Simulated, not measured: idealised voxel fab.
process module | voxel transistor to metal
cross-section cut | 185 nm wide | cells 5 nm
A cross-section is a grid of square cells, given in bands from the top down. A band is one or more rows of cells.
Each band's line starts with the height of the band's top and of its bottom, in nm. Then come its materials from left to right, each with its width in nm. One material with "throughout" fills the band from edge to edge. "air" is empty space.
Height 0 is the level under which the wafer as received is all one material. The lowest band goes on downwards, as in "0 down".
A width such as "30 to 40" changes by the same amount from each row of cells to the next, from the band's top row to its bottom row.
"no change" after a step means that no cell of the cross-section changed.
closed voids: empty space of 8 cells or more with no open way to the top, each as width x height at its distance from the left edge, in nm
after a step's settings: what the simulator itself notes on the step
overlay nm, on a step with a mask: how far to the right of its planned place the mask lay; to the left if negative
plan
1 op RECEIVE | material Si
2 op OXIDIZE | depth nm 5
3 op CONFORMAL_DEP | material SiN | thk nm 15
4 op MASKED_ETCH | tone cover | mask id ACTIVE | width nm 110 | etch materials SiN | depth nm 15 | overlay nm 0
5 op MASKED_ETCH | tone cover | mask id ACTIVE | width nm 110 | etch materials SiO2 | depth nm 5 | overlay nm 0
6 op MASKED_ETCH | tone cover | mask id ACTIVE | width nm 110 | etch materials Si | depth nm 30 | overlay nm 0
7 op FILL_DEP | material SiO2 | thk nm 10
8 op CMP | height nm 15
9 op SELECTIVE_ETCH | etch materials SiO2 | depth nm 5
10 op STRIP | etch materials SiN
11 op SELECTIVE_ETCH | etch materials SiO2 | depth nm 5
12 op OXIDIZE | depth nm 5
13 op DIRECTIONAL_DEP | material polySi | thk nm 20
14 op DIRECTIONAL_DEP | material SiCN | thk nm 15
15 op MASKED_ETCH | tone cover | mask id GATE | width nm 20 | etch materials SiCN | depth nm 25 | overlay nm 0
16 op MASKED_ETCH | tone cover | mask id GATE | width nm 20 | etch materials polySi | depth nm 30 | overlay nm 0
17 op CONFORMAL_DEP | material SiN | thk nm 10
18 op DIRECTIONAL_ETCH | etch materials SiN | depth nm 10
19 op DIRECTIONAL_ETCH | etch materials SiO2 | depth nm 5
20 op DIRECTIONAL_ETCH | etch materials Si | depth nm 5
21 op EPI | material nSi | thk nm 5
22 op FILL_DEP | material SiO2 | thk nm 5
23 op CMP | height nm 30
24 op DIRECTIONAL_DEP | material SiO2 | thk nm 15
25 op DIRECTIONAL_DEP | material aC | thk nm 10
26 op PATTERN | tone open | mask id CONTACT | material resist | width nm 20 | pitch nm 80 | thk nm 30 | overlay nm 0
27 op DIRECTIONAL_ETCH | etch materials aC | depth nm 10
28 op STRIP | etch materials resist
29 op DIRECTIONAL_ETCH | etch materials SiO2 | depth nm 55
30 op STRIP | etch materials aC
31 op CONFORMAL_DEP | material TiN | thk nm 5
32 op FILL_DEP | material Ru | thk nm 10
33 op CMP | height nm 45
34 op CONFORMAL_DEP | material SiN | thk nm 5
35 op DIRECTIONAL_DEP | material SiO2 | thk nm 15
36 op MASKED_ETCH | tone open | mask id METAL_1 | width nm 20 | pitch nm 80 | etch materials SiO2 | depth nm 15 | overlay nm 0
37 op MASKED_ETCH | tone open | mask id METAL_1 | width nm 20 | pitch nm 80 | etch materials SiN | depth nm 5 | overlay nm 0
38 op CONFORMAL_DEP | material TiN | thk nm 5
39 op FILL_DEP | material Cu | thk nm 5
40 op CMP | height nm 65
41 op EPI | material Ru | thk nm 5
42 op FILL_DEP | material SiCN | thk nm 5
43 op DIRECTIONAL_DEP | material lowk | thk nm 30
44 op MASKED_ETCH | tone open | mask id METAL_2 | width nm 20 | pitch nm 80 | etch materials lowk | depth nm 15 | overlay nm 0
45 op PATTERN | tone open | mask id METAL_2_HOLES | material resist | width nm 15 | pitch nm 80 | thk nm 15 | overlay nm 0
46 op DIRECTIONAL_ETCH | etch materials lowk | depth nm 15
47 op DIRECTIONAL_ETCH | etch materials SiCN | depth nm 5
48 op STRIP | etch materials resist
49 op CONFORMAL_DEP | material TiN | thk nm 5
50 op FILL_DEP | material Cu | thk nm 10
51 op CMP | height nm 105
52 op CONFORMAL_DEP | material SiCN | thk nm 5
as received, after step 1
  0 down: Si throughout
  closed voids: none
a wafer at the end: this start, this plan, one mistake
  110 to 105: SiCN throughout
  105 to 95: lowk 40 | TiN 5 | Cu 10 | TiN 5 | lowk 60 | TiN 5 | Cu 10 | TiN 5 | lowk 45
  95 to 90: lowk 40 | TiN 5 | Cu 5 | TiN 10 | lowk 60 | TiN 5 | Cu 5 | TiN 10 | lowk 45
  90 to 75: lowk 40 | TiN 5 | Cu 5 | TiN 5 | lowk 65 | TiN 5 | Cu 5 | TiN 5 | lowk 50
  75 to 70: SiCN 40 | TiN 15 | SiCN 65 | TiN 15 | SiCN 50
  70 to 65: SiCN 35 | Ru 30 | SiCN 50 | Ru 30 | SiCN 40
  65 to 50: SiO2 40 | TiN 5 | Cu 10 | TiN 5 | SiO2 60 | TiN 5 | Cu 10 | TiN 5 | SiO2 45
  50 to 45: SiN 40 | TiN 20 | SiN 60 | TiN 20 | SiN 45
  45 to 40: TiN 45 | Ru 10 | TiN 70 | Ru 10 | TiN 50
  40 to 25: SiO2 40 | TiN 5 | Ru 10 | TiN 5 | SiO2 60 | TiN 5 | Ru 10 | TiN 5 | SiO2 45
  25 to 15: SiO2 40 | TiN 5 | Ru 10 | TiN 5 | SiO2 10 | SiN 10 | SiCN 20 | SiN 10 | SiO2 10 | TiN 5 | Ru 10 | TiN 5 | SiO2 45
  15 to 5: SiO2 40 | TiN 5 | Ru 10 | TiN 5 | SiO2 10 | SiN 10 | polySi 20 | SiN 10 | SiO2 10 | TiN 5 | Ru 10 | TiN 5 | SiO2 45
  5 to -5: SiO2 30 | SiN 10 | TiN 5 to 10 | Ru 10 to 5 | TiN 5 | SiO2 10 | SiN 10 | polySi 20 | SiN 10 | SiO2 10 | TiN 5 | Ru 10 to 5 | TiN 5 to 10 | SiN 10 | SiO2 35
  -5 to -10: SiO2 40 | nSi 5 | TiN 15 | SiO2 5 | nSi 5 | SiO2 40 | nSi 5 | SiO2 5 | TiN 15 | nSi 5 | SiO2 45
  -10 to -15: SiO2 35 | Si 5 | nSi 30 | Si 40 | nSi 30 | Si 5 | SiO2 40
  -15 to -35: SiO2 35 | Si 110 | SiO2 40
  -35 down: Si throughout
  closed voids: none
what went wrong: step 23 ran as: op CMP | height nm 25
